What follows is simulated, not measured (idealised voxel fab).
Process module in this document: voxel wiring stack
Shown is cross-section cut, with a width of 250 nm and square cells of size 5 nm.
Throughout this document, each cross-section is represented as a grid of square cells and is presented as a sequence of bands enumerated from the top downward, where a band comprises one or more rows of cells.
Each band's line starts with the height of the band's top and of its bottom, in nm. Then come its materials from left to right, each with its width in nm. One material with "all across" fills the band from edge to edge. "air" is empty space.
Where do heights start? At 0: under that level the wafer as delivered is made of one material only. And the lowest band has no floor; it just carries on downward, as in "z 0 and below".
The two numbers in a width such as "30->40" mark its ends across the band: the first belongs to the top row of cells, the second to the bottom row, and from each row to the next the width moves by the same amount.
The designation "nothing got changed", where it is given for a processing step, indicates that no cell of the cross-section was altered in the course of that step.
Closed empty spaces (no open way to the top) of 8 cells or more are what "Sealed cavities" lists, each as width x height at distance from the left edge, nm for all three.
Where a step's line continues beyond its settings, the continuation is a remark by the simulator itself on that step.
The setting "overlay nm" may be written on the line of a step. When the step uses a mask, the value reports how far to the right of the planned place the mask lay, and a negative value reports that it lay to the left.
Note: before/after cross-section pairs follow, one process step per pair, after-side truncated at the lowest changed band, step and settings given beneath. Different runs of this module on the same starting wafer may supply the pairs; a pair continues the one above only where the "Structure before processing" entry says so.
-- Structure before processing
> z 85 to 80: 85 nm TiN, 20 nm air, 40 nm TiN, 20 nm air, 85 nm TiN
> z 80 to 60: 80 nm lowk, 5 nm TiN, 20 nm air, 5 nm TiN, 30 nm lowk, 5 nm TiN, 20 nm air, 5 nm TiN, 80 nm lowk
> z 60 to 55: 80 nm SiCN, 30 nm TiN, 30 nm SiCN, 30 nm TiN, 80 nm SiCN
> z 55 to 45: 80 nm SiO2, 15 nm Ru, 45 nm SiO2, 15 nm Ru, 95 nm SiO2
> z 45 to 35: 80->75 nm SiCN, 15->40 nm Ru, 45->20 nm SiCN, 15->40 nm Ru, 95->75 nm SiCN
> z 35 to 25: 80 nm SiO2, 5 nm TiN, 20 nm Cu, 5 nm TiN, 30 nm SiO2, 5 nm TiN, 20 nm Cu, 5 nm TiN, 80 nm SiO2
> z 25 to 20: 80 nm SiO2, 30 nm TiN, 30 nm SiO2, 30 nm TiN, 80 nm SiO2
> z 20 to 5: SiO2 all across
> z 5 to 0: SiN all across
> z 0 and below: Si all across
> Sealed cavities: none
-- Step Outcome
> z 95 to 85: W all across
> z 85 to 80: 85 nm TiN, 20 nm W, 40 nm TiN, 20 nm W, 85 nm TiN
> z 80 to 60: 80 nm lowk, 5 nm TiN, 20 nm W, 5 nm TiN, 30 nm lowk, 5 nm TiN, 20 nm W, 5 nm TiN, 80 nm lowk
> Below 60, the layers are the same as they were.
> Sealed cavities: none
So what happened between those two cross-sections up there? FILL_DEP, material W, thk nm 10
Structure before processing: The structure entering this step is exactly what the pair just above shows after its step.
-- Step Outcome
> z 80 to 60: 80 nm lowk, 5 nm TiN, 20 nm W, 5 nm TiN, 30 nm lowk, 5 nm TiN, 20 nm W, 5 nm TiN, 80 nm lowk
> Below 60, the layers are the same as they were.
> Sealed cavities: none
So what happened between those two cross-sections up there? CMP, height nm 80
Structure before processing: The structure entering this step is exactly what the pair just above shows after its step.
-- Step Outcome
> z 85 to 80: SiCN all across
> Below 80, the layers are the same as they were.
> Sealed cavities: none
So what happened between those two cross-sections up there? CONFORMAL_DEP, material SiCN, thk nm 5
Structure before processing: The structure entering this step is exactly what the pair just above shows after its step.
-- Step Outcome
> z 115 to 85: SiO2 all across
> Below 85, the layers are the same as they were.
> Sealed cavities: none
So what happened between those two cross-sections up there? DIRECTIONAL_DEP, material SiO2, thk nm 30
Structure before processing: The structure entering this step is exactly what the pair just above shows after its step.
-- Step Outcome
> z 130 to 115: aC all across
> Below 115, the layers are the same as they were.
> Sealed cavities: none
So what happened between those two cross-sections up there? DIRECTIONAL_DEP, material aC, thk nm 15
Structure before processing: The structure entering this step is exactly what the pair just above shows after its step.
-- Step Outcome
> z 165 to 130: 80 nm resist, 15 nm air, 45 nm resist, 15 nm air, 95 nm resist
> Below 130, the layers are the same as they were.
> Sealed cavities: none
So what happened between those two cross-sections up there? PATTERN, tone open, mask id METAL_3_HOLES, material resist, width nm 15, pitch nm 60, thk nm 35, overlay nm 0
Structure before processing: The structure entering this step is exactly what the pair just above shows after its step.
-- Step Outcome
> z 150 to 130: 80 nm resist, 15 nm air, 45 nm resist, 15 nm air, 95 nm resist
> z 130 to 115: 80 nm aC, 15 nm air, 45 nm aC, 15 nm air, 95 nm aC
> Below 115, the layers are the same as they were.
> Sealed cavities: none
So what happened between those two cross-sections up there? DIRECTIONAL_ETCH, etch materials aC, depth nm 15
Structure before processing: The structure entering this step is exactly what the pair just above shows after its step.
-- Step Outcome
> z 130 to 115: 80 nm aC, 15 nm air, 45 nm aC, 15 nm air, 95 nm aC
> Below 115, the layers are the same as they were.
> Sealed cavities: none
So what happened between those two cross-sections up there? STRIP, etch materials resist
Structure before processing: The structure entering this step is exactly what the pair just above shows after its step.
-- Step Outcome
> z 130 to 115: 80 nm aC, 15 nm air, 45 nm aC, 15 nm air, 95 nm aC
> z 115 to 85: 80 nm SiO2, 15 nm air, 45 nm SiO2, 15 nm air, 95 nm SiO2
> Below 85, the layers are the same as they were.
> Sealed cavities: none
So what happened between those two cross-sections up there? DIRECTIONAL_ETCH, etch materials SiO2, depth nm 30
Structure before processing: The structure entering this step is exactly what the pair just above shows after its step.
-- Step Outcome
> z 115 to 85: 80 nm SiO2, 15 nm air, 45 nm SiO2, 15 nm air, 95 nm SiO2
> Below 85, the layers are the same as they were.
> Sealed cavities: none
So what happened between those two cross-sections up there? STRIP, etch materials aC
Structure before processing: The structure entering this step is exactly what the pair just above shows after its step.
-- Step Outcome
> z 115 to 100: 80 nm SiO2, 30 nm air, 30 nm SiO2, 30 nm air, 80 nm SiO2
> Below 100, the layers are the same as they were.
> Sealed cavities: none
So what happened between those two cross-sections up there? MASKED_ETCH, tone open, mask id METAL_3, width nm 30, pitch nm 60, etch materials SiO2, depth nm 15, overlay nm 0
Structure before processing: The structure entering this step is exactly what the pair just above shows after its step.
-- Step Outcome
> z 115 to 100: 80 nm SiO2, 30 nm air, 30 nm SiO2, 30 nm air, 80 nm SiO2
> z 100 to 85: 80 nm SiO2, 15 nm air, 45 nm SiO2, 15 nm air, 95 nm SiO2
> z 85 to 80: 80 nm SiCN, 15 nm air, 45 nm SiCN, 15 nm air, 95 nm SiCN
> Below 80, the layers are the same as they were.
> Sealed cavities: none
So what happened between those two cross-sections up there? MASKED_ETCH, tone open, mask id METAL_3, width nm 30, pitch nm 60, etch materials SiCN, depth nm 5, overlay nm 0
Structure before processing: The structure entering this step is exactly what the pair just above shows after its step.
-- Step Outcome
> z 120 to 115: 85 nm TiN, 20 nm air, 40 nm TiN, 20 nm air, 85 nm TiN
> z 115 to 105: 80 nm SiO2, 5 nm TiN, 20 nm air, 5 nm TiN, 30 nm SiO2, 5 nm TiN, 20 nm air, 5 nm TiN, 80 nm SiO2
> z 105 to 100: 80 nm SiO2, 5 nm TiN, 5 nm air, 20 nm TiN, 30 nm SiO2, 5 nm TiN, 5 nm air, 20 nm TiN, 80 nm SiO2
> z 100 to 85: 80 nm SiO2, 5 nm TiN, 5 nm air, 5 nm TiN, 45 nm SiO2, 5 nm TiN, 5 nm air, 5 nm TiN, 95 nm SiO2
> z 85 to 80: 80 nm SiCN, 15 nm TiN, 45 nm SiCN, 15 nm TiN, 95 nm SiCN
> Below 80, the layers are the same as they were.
> Sealed cavities: none
So what happened between those two cross-sections up there? CONFORMAL_DEP, material TiN, thk nm 5
Structure before processing: The structure entering this step is exactly what the pair just above shows after its step.
-- Step Outcome
> z 130 to 120: Ru all across
> z 120 to 115: 85 nm TiN, 20 nm Ru, 40 nm TiN, 20 nm Ru, 85 nm TiN
> z 115 to 105: 80 nm SiO2, 5 nm TiN, 20 nm Ru, 5 nm TiN, 30 nm SiO2, 5 nm TiN, 20 nm Ru, 5 nm TiN, 80 nm SiO2
> z 105 to 100: 80 nm SiO2, 5 nm TiN, 5 nm Ru, 20 nm TiN, 30 nm SiO2, 5 nm TiN, 5 nm Ru, 20 nm TiN, 80 nm SiO2
> z 100 to 85: 80 nm SiO2, 5 nm TiN, 5 nm Ru, 5 nm TiN, 45 nm SiO2, 5 nm TiN, 5 nm Ru, 5 nm TiN, 95 nm SiO2
> Below 85, the layers are the same as they were.
> Sealed cavities: none
So what happened between those two cross-sections up there? FILL_DEP, material Ru, thk nm 10
Structure before processing: The structure entering this step is exactly what the pair just above shows after its step.
-- Step Outcome
> z 115 to 105: 80 nm SiO2, 5 nm TiN, 20 nm Ru, 5 nm TiN, 30 nm SiO2, 5 nm TiN, 20 nm Ru, 5 nm TiN, 80 nm SiO2
> Below 105, the layers are the same as they were.
> Sealed cavities: none
So what happened between those two cross-sections up there? CMP, height nm 115
Structure before processing: The structure entering this step is exactly what the pair just above shows after its step.
-- Step Outcome
> z 120 to 115: SiCN all across
> Below 115, the layers are the same as they were.
> Sealed cavities: none
So what happened between those two cross-sections up there? CONFORMAL_DEP, material SiCN, thk nm 5
Structure before processing: The structure entering this step is exactly what the pair just above shows after its step.
-- Step Outcome
> z 145 to 120: lowk all across
> Below 120, the layers are the same as they were.
> Sealed cavities: none
So what happened between those two cross-sections up there? DIRECTIONAL_DEP, material lowk, thk nm 25
Structure before processing: The structure entering this step is exactly what the pair just above shows after its step.
-- Step Outcome
> z 160 to 145: 80 nm resist, 15 nm air, 155 nm resist
> Below 145, the layers are the same as they were.
> Sealed cavities: none
So what happened between those two cross-sections up there? PATTERN, tone open, mask id METAL_4_HOLES, material resist, width nm 15, thk nm 15, overlay nm 0
Structure before processing: The structure entering this step is exactly what the pair just above shows after its step.
-- Step Outcome
> z 160 to 145: 80 nm resist, 15 nm air, 155 nm resist
> z 145 to 120: 80 nm lowk, 15 nm air, 155 nm lowk
> Below 120, the layers are the same as they were.
> Sealed cavities: none
So what happened between those two cross-sections up there? DIRECTIONAL_ETCH, etch materials lowk, depth nm 25
Structure before processing: The structure entering this step is exactly what the pair just above shows after its step.
-- Step Outcome
> z 145 to 120: 80 nm lowk, 15 nm air, 155 nm lowk
> Below 120, the layers are the same as they were.
> Sealed cavities: none
So what happened between those two cross-sections up there? STRIP, etch materials resist
Structure before processing: The structure entering this step is exactly what the pair just above shows after its step.
-- Step Outcome
> z 145 to 130: 80 nm lowk, 30 nm air, 30 nm lowk, 30 nm air, 80 nm lowk
> Below 130, the layers are the same as they were.
> Sealed cavities: none
So what happened between those two cross-sections up there? MASKED_ETCH, tone open, mask id METAL_4, width nm 30, pitch nm 60, etch materials lowk, depth nm 15, overlay nm 0
Structure before processing: The structure entering this step is exactly what the pair just above shows after its step.
-- Step Outcome
> z 145 to 130: 80 nm lowk, 30 nm air, 30 nm lowk, 30 nm air, 80 nm lowk
> z 130 to 120: 80 nm lowk, 15 nm air, 155 nm lowk
> z 120 to 115: 80 nm SiCN, 15 nm air, 155 nm SiCN
> Below 115, the layers are the same as they were.
> Sealed cavities: none
So what happened between those two cross-sections up there? MASKED_ETCH, tone open, mask id METAL_4, width nm 30, pitch nm 60, etch materials SiCN, depth nm 5, overlay nm 0
Structure before processing: The structure entering this step is exactly what the pair just above shows after its step.
-- Step Outcome
> z 150 to 145: 85 nm TiN, 20 nm air, 40 nm TiN, 20 nm air, 85 nm TiN
> z 145 to 135: 80 nm lowk, 5 nm TiN, 20 nm air, 5 nm TiN, 30 nm lowk, 5 nm TiN, 20 nm air, 5 nm TiN, 80 nm lowk
> z 135 to 130: 80 nm lowk, 5 nm TiN, 5 nm air, 20 nm TiN, 30 nm lowk, 30 nm TiN, 80 nm lowk
> z 130 to 120: 80 nm lowk, 5 nm TiN, 5 nm air, 5 nm TiN, 155 nm lowk
> z 120 to 115: 80 nm SiCN, 15 nm TiN, 155 nm SiCN
> Below 115, the layers are the same as they were.
> Sealed cavities: none
So what happened between those two cross-sections up there? CONFORMAL_DEP, material TiN, thk nm 5
Structure before processing: The structure entering this step is exactly what the pair just above shows after its step.
-- Step Outcome
> z 160 to 150: Cu all across
> z 150 to 145: 85 nm TiN, 20 nm Cu, 40 nm TiN, 20 nm Cu, 85 nm TiN
> z 145 to 135: 80 nm lowk, 5 nm TiN, 20 nm Cu, 5 nm TiN, 30 nm lowk, 5 nm TiN, 20 nm Cu, 5 nm TiN, 80 nm lowk
> z 135 to 130: 80 nm lowk, 5 nm TiN, 5 nm Cu, 20 nm TiN, 30 nm lowk, 30 nm TiN, 80 nm lowk
> z 130 to 120: 80 nm lowk, 5 nm TiN, 5 nm Cu, 5 nm TiN, 155 nm lowk
> Below 120, the layers are the same as they were.
> Sealed cavities: none
So what happened between those two cross-sections up there? FILL_DEP, material Cu, thk nm 10
Structure before processing: The structure entering this step is exactly what the pair just above shows after its step.
-- Step Outcome
> z 145 to 135: 80 nm lowk, 5 nm TiN, 20 nm Cu, 5 nm TiN, 30 nm lowk, 5 nm TiN, 20 nm Cu, 5 nm TiN, 80 nm lowk
> Below 135, the layers are the same as they were.
> Sealed cavities: none
So what happened between those two cross-sections up there? CMP, height nm 145
Structure before processing: The structure entering this step is exactly what the pair just above shows after its step.
-- Step Outcome
> z 150 to 145: SiCN all across
> Below 145, the layers are the same as they were.
> Sealed cavities: none
So what happened between those two cross-sections up there? CONFORMAL_DEP, material SiCN, thk nm 5
-- Structure before processing
> z 45 to 40: SiCN all across
> z 40 to 35: 75 nm SiCN, 40 nm Ru, 20 nm SiCN, 40 nm Ru, 75 nm SiCN
> z 35 to 20: 80 nm SiO2, 5 nm TiN, 20 nm Cu, 5 nm TiN, 30 nm SiO2, 5 nm TiN, 20 nm Cu, 5 nm TiN, 80 nm SiO2
> z 20 to 15: 80 nm SiN, 30 nm TiN, 30 nm SiN, 30 nm TiN, 80 nm SiN
> z 15 to 0: SiO2 all across
> z 0 and below: Si all across
> Sealed cavities: none
-- Step Outcome
> z 60 to 45: SiO2 all across
> Below 45, the layers are the same as they were.
> Sealed cavities: none
So what happened between those two cross-sections up there? DIRECTIONAL_DEP, material SiO2, thk nm 15
Structure before processing: The structure entering this step is exactly what the pair just above shows after its step.
-- Step Outcome
> z 75 to 60: aC all across
> Below 60, the layers are the same as they were.
> Sealed cavities: none
So what happened between those two cross-sections up there? DIRECTIONAL_DEP, material aC, thk nm 15
Structure before processing: The structure entering this step is exactly what the pair just above shows after its step.
-- Step Outcome
> z 105 to 75: 80 nm resist, 15 nm air, 45 nm resist, 15 nm air, 95 nm resist
> Below 75, the layers are the same as they were.
> Sealed cavities: none
So what happened between those two cross-sections up there? PATTERN, tone open, mask id PLUG_1, material resist, width nm 15, pitch nm 60, thk nm 30, overlay nm 0
Structure before processing: The structure entering this step is exactly what the pair just above shows after its step.
-- Step Outcome
> z 90 to 75: 80 nm resist, 15 nm air, 45 nm resist, 15 nm air, 95 nm resist
> z 75 to 60: 80 nm aC, 15 nm air, 45 nm aC, 15 nm air, 95 nm aC
> Below 60, the layers are the same as they were.
> Sealed cavities: none
So what happened between those two cross-sections up there? DIRECTIONAL_ETCH, etch materials aC, depth nm 15
Structure before processing: The structure entering this step is exactly what the pair just above shows after its step.
-- Step Outcome
> z 75 to 60: 80 nm aC, 15 nm air, 45 nm aC, 15 nm air, 95 nm aC
> Below 60, the layers are the same as they were.
> Sealed cavities: none
So what happened between those two cross-sections up there? STRIP, etch materials resist
Structure before processing: The structure entering this step is exactly what the pair just above shows after its step.
-- Step Outcome
> z 75 to 60: 80 nm aC, 15 nm air, 45 nm aC, 15 nm air, 95 nm aC
> z 60 to 50: 80 nm SiO2, 15 nm air, 45 nm SiO2, 15 nm air, 95 nm SiO2
> Below 50, the layers are the same as they were.
> Sealed cavities: none
So what happened between those two cross-sections up there? DIRECTIONAL_ETCH, etch materials SiO2, depth nm 10
Structure before processing: The structure entering this step is exactly what the pair just above shows after its step.
-- Step Outcome
> z 60 to 50: 80 nm SiO2, 15 nm air, 45 nm SiO2, 15 nm air, 95 nm SiO2
> Below 50, the layers are the same as they were.
> Sealed cavities: none
So what happened between those two cross-sections up there? STRIP, etch materials aC
Structure before processing: The structure entering this step is exactly what the pair just above shows after its step.
-- Step Outcome
> z 65 to 60: 85 nm SiCN, 5 nm air, 55 nm SiCN, 5 nm air, 100 nm SiCN
> z 60 to 55: 80 nm SiO2, 5 nm SiCN, 5 nm air, 5 nm SiCN, 45 nm SiO2, 5 nm SiCN, 5 nm air, 5 nm SiCN, 95 nm SiO2
> z 55 to 50: 80 nm SiO2, 15 nm SiCN, 45 nm SiO2, 15 nm SiCN, 95 nm SiO2
> Below 50, the layers are the same as they were.
> Sealed cavities: none
So what happened between those two cross-sections up there? CONFORMAL_DEP, material SiCN, thk nm 5
Structure before processing: The structure entering this step is exactly what the pair just above shows after its step.
-- Step Outcome
> z 85 to 75: 85 nm lowk, 5 nm air, 55 nm lowk, 5 nm air, 100 nm lowk
> z 75 to 65: lowk all across
> z 65 to 60: 85 nm SiCN, 5 nm lowk, 55 nm SiCN, 5 nm lowk, 100 nm SiCN
> z 60 to 55: 80 nm SiO2, 5 nm SiCN, 5 nm lowk, 5 nm SiCN, 45 nm SiO2, 5 nm SiCN, 5 nm lowk, 5 nm SiCN, 95 nm SiO2
> Below 55, the layers are the same as they were.
> Sealed cavities: none
So what happened between those two cross-sections up there? DIRECTIONAL_DEP, material lowk, thk nm 20
Structure before processing: The structure entering this step is exactly what the pair just above shows after its step.
-- Step Outcome
> z 100 to 90: 85 nm aC, 5 nm air, 55 nm aC, 5 nm air, 100 nm aC
> z 90 to 85: aC all across
> z 85 to 75: 85 nm lowk, 5 nm aC, 55 nm lowk, 5 nm aC, 100 nm lowk
> Below 75, the layers are the same as they were.
> Sealed cavities: none
So what happened between those two cross-sections up there? DIRECTIONAL_DEP, material aC, thk nm 15
Structure before processing: The structure entering this step is exactly what the pair just above shows after its step.
-- Step Outcome
> z 130 to 100: 80 nm resist, 30 nm air, 30 nm resist, 30 nm air, 80 nm resist
> Below 100, the layers are the same as they were.
> Sealed cavities: none
So what happened between those two cross-sections up there? PATTERN, tone open, mask id METAL_2, material resist, width nm 30, pitch nm 60, thk nm 30, overlay nm 0
Structure before processing: The structure entering this step is exactly what the pair just above shows after its step.
-- Step Outcome
> z 115 to 100: 80 nm resist, 30 nm air, 30 nm resist, 30 nm air, 80 nm resist
> z 100 to 85: 80 nm aC, 30 nm air, 30 nm aC, 30 nm air, 80 nm aC
> z 85 to 75: 85 nm lowk, 5 nm air, 55 nm lowk, 5 nm air, 100 nm lowk
> Below 75, the layers are the same as they were.
> Sealed cavities: none
So what happened between those two cross-sections up there? DIRECTIONAL_ETCH, etch materials aC, depth nm 15
Structure before processing: The structure entering this step is exactly what the pair just above shows after its step.
-- Step Outcome
> z 100 to 85: 80 nm aC, 30 nm air, 30 nm aC, 30 nm air, 80 nm aC
> Below 85, the layers are the same as they were.
> Sealed cavities: none
So what happened between those two cross-sections up there? STRIP, etch materials resist
Structure before processing: The structure entering this step is exactly what the pair just above shows after its step.
-- Step Outcome
> z 100 to 85: 80 nm aC, 30 nm air, 30 nm aC, 30 nm air, 80 nm aC
> z 85 to 65: 80 nm lowk, 30 nm air, 30 nm lowk, 30 nm air, 80 nm lowk
> z 65 to 60: 85 nm SiCN, 5 nm air, 55 nm SiCN, 5 nm air, 100 nm SiCN
> z 60 to 55: 80 nm SiO2, 5 nm SiCN, 5 nm air, 5 nm SiCN, 45 nm SiO2, 5 nm SiCN, 5 nm air, 5 nm SiCN, 95 nm SiO2
> Below 55, the layers are the same as they were.
> Sealed cavities: none
So what happened between those two cross-sections up there? DIRECTIONAL_ETCH, etch materials lowk, depth nm 20
Structure before processing: The structure entering this step is exactly what the pair just above shows after its step.
-- Step Outcome
> z 100 to 85: 80 nm aC, 30 nm air, 30 nm aC, 30 nm air, 80 nm aC
> z 85 to 65: 80 nm lowk, 30 nm air, 30 nm lowk, 30 nm air, 80 nm lowk
> z 65 to 60: 80 nm SiCN, 30 nm air, 30 nm SiCN, 30 nm air, 80 nm SiCN
> z 60 to 50: 80 nm SiO2, 5 nm SiCN, 5 nm air, 5 nm SiCN, 45 nm SiO2, 5 nm SiCN, 5 nm air, 5 nm SiCN, 95 nm SiO2
> Below 50, the layers are the same as they were.
> Sealed cavities: none
So what happened between those two cross-sections up there? DIRECTIONAL_ETCH, etch materials SiCN, depth nm 5
Structure before processing: The structure entering this step is exactly what the pair just above shows after its step.
-- Step Outcome
> z 85 to 65: 80 nm lowk, 30 nm air, 30 nm lowk, 30 nm air, 80 nm lowk
> Below 65, the layers are the same as they were.
> Sealed cavities: none
So what happened between those two cross-sections up there? STRIP, etch materials aC
Structure before processing: The structure entering this step is exactly what the pair just above shows after its step.
-- Step Outcome
> z 90 to 85: 85 nm TiN, 20 nm air, 40 nm TiN, 20 nm air, 85 nm TiN
> z 85 to 65: 80 nm lowk, 5 nm TiN, 20 nm air, 5 nm TiN, 30 nm lowk, 5 nm TiN, 20 nm air, 5 nm TiN, 80 nm lowk
> z 65 to 60: 80 nm SiCN, 30 nm TiN, 30 nm SiCN, 30 nm TiN, 80 nm SiCN
> z 60 to 50: 80 nm SiO2, 5 nm SiCN, 5 nm TiN, 5 nm SiCN, 45 nm SiO2, 5 nm SiCN, 5 nm TiN, 5 nm SiCN, 95 nm SiO2
> Below 50, the layers are the same as they were.
> Sealed cavities: none
So what happened between those two cross-sections up there? CONFORMAL_DEP, material TiN, thk nm 5
Structure before processing: The structure entering this step is exactly what the pair just above shows after its step.
-- Step Outcome
> z 100 to 90: W all across
> z 90 to 85: 85 nm TiN, 20 nm W, 40 nm TiN, 20 nm W, 85 nm TiN
> z 85 to 65: 80 nm lowk, 5 nm TiN, 20 nm W, 5 nm TiN, 30 nm lowk, 5 nm TiN, 20 nm W, 5 nm TiN, 80 nm lowk
> Below 65, the layers are the same as they were.
> Sealed cavities: none
So what happened between those two cross-sections up there? FILL_DEP, material W, thk nm 10
Structure before processing: The structure entering this step is exactly what the pair just above shows after its step.
-- Step Outcome
> z 80 to 65: 80 nm lowk, 5 nm TiN, 20 nm W, 5 nm TiN, 30 nm lowk, 5 nm TiN, 20 nm W, 5 nm TiN, 80 nm lowk
> Below 65, the layers are the same as they were.
> Sealed cavities: none
So what happened between those two cross-sections up there? CMP, height nm 80
Structure before processing: The structure entering this step is exactly what the pair just above shows after its step.
-- Step Outcome
> z 85 to 80: SiCN all across
> Below 80, the layers are the same as they were.
> Sealed cavities: none
So what happened between those two cross-sections up there? CONFORMAL_DEP, material SiCN, thk nm 5
Structure before processing: The structure entering this step is exactly what the pair just above shows after its step.
-- Step Outcome
> z 115 to 85: SiO2 all across
> Below 85, the layers are the same as they were.
> Sealed cavities: none
So what happened between those two cross-sections up there? DIRECTIONAL_DEP, material SiO2, thk nm 30
Structure before processing: The structure entering this step is exactly what the pair just above shows after its step.
-- Step Outcome
> z 130 to 115: aC all across
> Below 115, the layers are the same as they were.
> Sealed cavities: none
So what happened between those two cross-sections up there? DIRECTIONAL_DEP, material aC, thk nm 15
Structure before processing: The structure entering this step is exactly what the pair just above shows after its step.
-- Step Outcome
> z 165 to 130: 80 nm resist, 15 nm air, 45 nm resist, 15 nm air, 95 nm resist
> Below 130, the layers are the same as they were.
> Sealed cavities: none
So what happened between those two cross-sections up there? PATTERN, tone open, mask id METAL_3_HOLES, material resist, width nm 15, pitch nm 60, thk nm 35, overlay nm 0
Structure before processing: The structure entering this step is exactly what the pair just above shows after its step.
-- Step Outcome
> z 150 to 130: 80 nm resist, 15 nm air, 45 nm resist, 15 nm air, 95 nm resist
> z 130 to 115: 80 nm aC, 15 nm air, 45 nm aC, 15 nm air, 95 nm aC
> Below 115, the layers are the same as they were.
> Sealed cavities: none
So what happened between those two cross-sections up there? DIRECTIONAL_ETCH, etch materials aC, depth nm 15
Structure before processing: The structure entering this step is exactly what the pair just above shows after its step.
-- Step Outcome
> z 130 to 115: 80 nm aC, 15 nm air, 45 nm aC, 15 nm air, 95 nm aC
> Below 115, the layers are the same as they were.
> Sealed cavities: none
So what happened between those two cross-sections up there? STRIP, etch materials resist
Structure before processing: The structure entering this step is exactly what the pair just above shows after its step.
-- Step Outcome
> z 130 to 115: 80 nm aC, 15 nm air, 45 nm aC, 15 nm air, 95 nm aC
> z 115 to 85: 80 nm SiO2, 15 nm air, 45 nm SiO2, 15 nm air, 95 nm SiO2
> Below 85, the layers are the same as they were.
> Sealed cavities: none
So what happened between those two cross-sections up there? DIRECTIONAL_ETCH, etch materials SiO2, depth nm 30
Structure before processing: The structure entering this step is exactly what the pair just above shows after its step.
-- Step Outcome
> z 115 to 85: 80 nm SiO2, 15 nm air, 45 nm SiO2, 15 nm air, 95 nm SiO2
> Below 85, the layers are the same as they were.
> Sealed cavities: none
So what happened between those two cross-sections up there? STRIP, etch materials aC
Structure before processing: The structure entering this step is exactly what the pair just above shows after its step.
-- Step Outcome
> z 115 to 100: 80 nm SiO2, 30 nm air, 30 nm SiO2, 30 nm air, 80 nm SiO2
> Below 100, the layers are the same as they were.
> Sealed cavities: none
So what happened between those two cross-sections up there? MASKED_ETCH, tone open, mask id METAL_3, width nm 30, pitch nm 60, etch materials SiO2, depth nm 15, overlay nm 0
Structure before processing: The structure entering this step is exactly what the pair just above shows after its step.
-- Step Outcome
> z 115 to 100: 80 nm SiO2, 30 nm air, 30 nm SiO2, 30 nm air, 80 nm SiO2
> z 100 to 85: 80 nm SiO2, 15 nm air, 45 nm SiO2, 15 nm air, 95 nm SiO2
> z 85 to 80: 80 nm SiCN, 15 nm air, 45 nm SiCN, 15 nm air, 95 nm SiCN
> Below 80, the layers are the same as they were.
> Sealed cavities: none
So what happened between those two cross-sections up there? MASKED_ETCH, tone open, mask id METAL_3, width nm 30, pitch nm 60, etch materials SiCN, depth nm 5, overlay nm 0
Structure before processing: The structure entering this step is exactly what the pair just above shows after its step.
-- Step Outcome
> z 120 to 115: 85 nm TiN, 20 nm air, 40 nm TiN, 20 nm air, 85 nm TiN
> z 115 to 105: 80 nm SiO2, 5 nm TiN, 20 nm air, 5 nm TiN, 30 nm SiO2, 5 nm TiN, 20 nm air, 5 nm TiN, 80 nm SiO2
> z 105 to 100: 80 nm SiO2, 5 nm TiN, 5 nm air, 20 nm TiN, 30 nm SiO2, 5 nm TiN, 5 nm air, 20 nm TiN, 80 nm SiO2
> z 100 to 85: 80 nm SiO2, 5 nm TiN, 5 nm air, 5 nm TiN, 45 nm SiO2, 5 nm TiN, 5 nm air, 5 nm TiN, 95 nm SiO2
> z 85 to 80: 80 nm SiCN, 15 nm TiN, 45 nm SiCN, 15 nm TiN, 95 nm SiCN
> Below 80, the layers are the same as they were.
> Sealed cavities: none
So what happened between those two cross-sections up there? CONFORMAL_DEP, material TiN, thk nm 5
Structure before processing: The structure entering this step is exactly what the pair just above shows after its step.
-- Step Outcome
> z 130 to 120: Ru all across
> z 120 to 115: 85 nm TiN, 20 nm Ru, 40 nm TiN, 20 nm Ru, 85 nm TiN
> z 115 to 105: 80 nm SiO2, 5 nm TiN, 20 nm Ru, 5 nm TiN, 30 nm SiO2, 5 nm TiN, 20 nm Ru, 5 nm TiN, 80 nm SiO2
> z 105 to 100: 80 nm SiO2, 5 nm TiN, 5 nm Ru, 20 nm TiN, 30 nm SiO2, 5 nm TiN, 5 nm Ru, 20 nm TiN, 80 nm SiO2
> z 100 to 85: 80 nm SiO2, 5 nm TiN, 5 nm Ru, 5 nm TiN, 45 nm SiO2, 5 nm TiN, 5 nm Ru, 5 nm TiN, 95 nm SiO2
> Below 85, the layers are the same as they were.
> Sealed cavities: none
So what happened between those two cross-sections up there? FILL_DEP, material Ru, thk nm 10
Structure before processing: The structure entering this step is exactly what the pair just above shows after its step.
-- Step Outcome
> z 115 to 105: 80 nm SiO2, 5 nm TiN, 20 nm Ru, 5 nm TiN, 30 nm SiO2, 5 nm TiN, 20 nm Ru, 5 nm TiN, 80 nm SiO2
> Below 105, the layers are the same as they were.
> Sealed cavities: none
So what happened between those two cross-sections up there? CMP, height nm 115
Structure before processing: The structure entering this step is exactly what the pair just above shows after its step.
-- Step Outcome
> z 120 to 115: SiCN all across
> Below 115, the layers are the same as they were.
> Sealed cavities: none
So what happened between those two cross-sections up there? CONFORMAL_DEP, material SiCN, thk nm 5
Structure before processing: The structure entering this step is exactly what the pair just above shows after its step.
-- Step Outcome
> z 145 to 120: lowk all across
> Below 120, the layers are the same as they were.
> Sealed cavities: none
So what happened between those two cross-sections up there? DIRECTIONAL_DEP, material lowk, thk nm 25
Structure before processing: The structure entering this step is exactly what the pair just above shows after its step.
-- Step Outcome
> z 160 to 145: 80 nm resist, 15 nm air, 155 nm resist
> Below 145, the layers are the same as they were.
> Sealed cavities: none
So what happened between those two cross-sections up there? PATTERN, tone open, mask id METAL_4_HOLES, material resist, width nm 15, thk nm 15, overlay nm 0
Structure before processing: The structure entering this step is exactly what the pair just above shows after its step.
-- Step Outcome
> z 160 to 145: 80 nm resist, 15 nm air, 155 nm resist
> z 145 to 120: 80 nm lowk, 15 nm air, 155 nm lowk
> Below 120, the layers are the same as they were.
> Sealed cavities: none
So what happened between those two cross-sections up there? DIRECTIONAL_ETCH, etch materials lowk, depth nm 25
Structure before processing: The structure entering this step is exactly what the pair just above shows after its step.
-- Step Outcome
> z 145 to 120: 80 nm lowk, 15 nm air, 155 nm lowk
> Below 120, the layers are the same as they were.
> Sealed cavities: none
So what happened between those two cross-sections up there? STRIP, etch materials resist
Structure before processing: The structure entering this step is exactly what the pair just above shows after its step.
-- Step Outcome
> z 145 to 130: 80 nm lowk, 30 nm air, 30 nm lowk, 30 nm air, 80 nm lowk
> Below 130, the layers are the same as they were.
> Sealed cavities: none
So what happened between those two cross-sections up there? MASKED_ETCH, tone open, mask id METAL_4, width nm 30, pitch nm 60, etch materials lowk, depth nm 15, overlay nm 0
Structure before processing: The structure entering this step is exactly what the pair just above shows after its step.
-- Step Outcome
> z 145 to 130: 80 nm lowk, 30 nm air, 30 nm lowk, 30 nm air, 80 nm lowk
> z 130 to 120: 80 nm lowk, 15 nm air, 155 nm lowk
> z 120 to 115: 80 nm SiCN, 15 nm air, 155 nm SiCN
> Below 115, the layers are the same as they were.
> Sealed cavities: none
So what happened between those two cross-sections up there? MASKED_ETCH, tone open, mask id METAL_4, width nm 30, pitch nm 60, etch materials SiCN, depth nm 5, overlay nm 0
